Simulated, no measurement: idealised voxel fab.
process module | voxel released beams
cross-section cut | 290 nm wide | cells 5 nm
A cross-section is a grid of square cells, given in bands from the top down. A band is one or more rows of cells.
Each band's line starts with the height of the band's top and of its bottom, in nm. Then come its materials from left to right, each with its width in nm. One material with "throughout" fills the band from edge to edge. "air" is empty space.
Height 0 is the level under which the wafer as received is all one material. The lowest band goes on downwards, as in "0 down".
A width such as "30 to 40" changes by the same amount from each row of cells to the next, from the band's top row to its bottom row.
"no change" after a step means that no cell of the cross-section changed.
closed voids: empty space of 8 cells or more with no open way to the top, each as width x height at its distance from the left edge, in nm
after a step's settings: what the simulator itself notes on the step
overlay nm, on a step with a mask: how far to the right of its planned place the mask lay; to the left if negative
plan
1 op RECEIVE | material Si
2 op CONFORMAL_DEP | material SiN | thk nm 10
3 op DIRECTIONAL_DEP | material SiO2 | thk nm 20
4 op MASKED_ETCH | tone open | mask id ANCHOR | width nm 35 | etch materials SiO2 | depth nm 20 | overlay nm 0
5 op CONFORMAL_DEP | material polySi | thk nm 10
6 op MASKED_ETCH | tone cover | mask id BEAM | width nm 90 | etch materials polySi | depth nm 10 | overlay nm 0
7 op STRIP | etch materials SiO2
first wafer, as planned
as received, after step 1
  0 down: Si throughout
  closed voids: none
after step 2
  10 to 0: SiN throughout
  below 0: unchanged
after step 3
  30 to 10: SiO2 throughout
  below 10: unchanged
after step 4
  30 to 10: SiO2 100 | air 35 | SiO2 155
  below 10: unchanged
after step 5
  40 to 30: polySi 110 | air 15 | polySi 165
  30 to 20: SiO2 100 | polySi 10 | air 15 | polySi 10 | SiO2 155
  20 to 10: SiO2 100 | polySi 35 | SiO2 155
  below 10: unchanged
after step 6
  40 to 30: air 95 | polySi 15 | air 15 | polySi 60 | air 105
  below 30: unchanged
after step 7
  40 to 30: air 95 | polySi 15 | air 15 | polySi 60 | air 105
  30 to 20: air 100 | polySi 10 | air 15 | polySi 10 | air 155
  20 to 10: air 100 | polySi 35 | air 155
  below 10: unchanged
second wafer: like start, like plan, one mistake. Through step 2 it matches the first wafer
when step 3 should have ended: no change
when step 4 should have ended: no change
when step 5 should have ended
  20 to 10: polySi throughout
  below 10: unchanged
when step 6 should have ended
  20 to 10: air 95 | polySi 90 | air 105
  below 10: unchanged
when step 7 should have ended: no change
what went wrong: step 3 was left out
at the end the second wafer has, in cells: 16 fewer of polySi
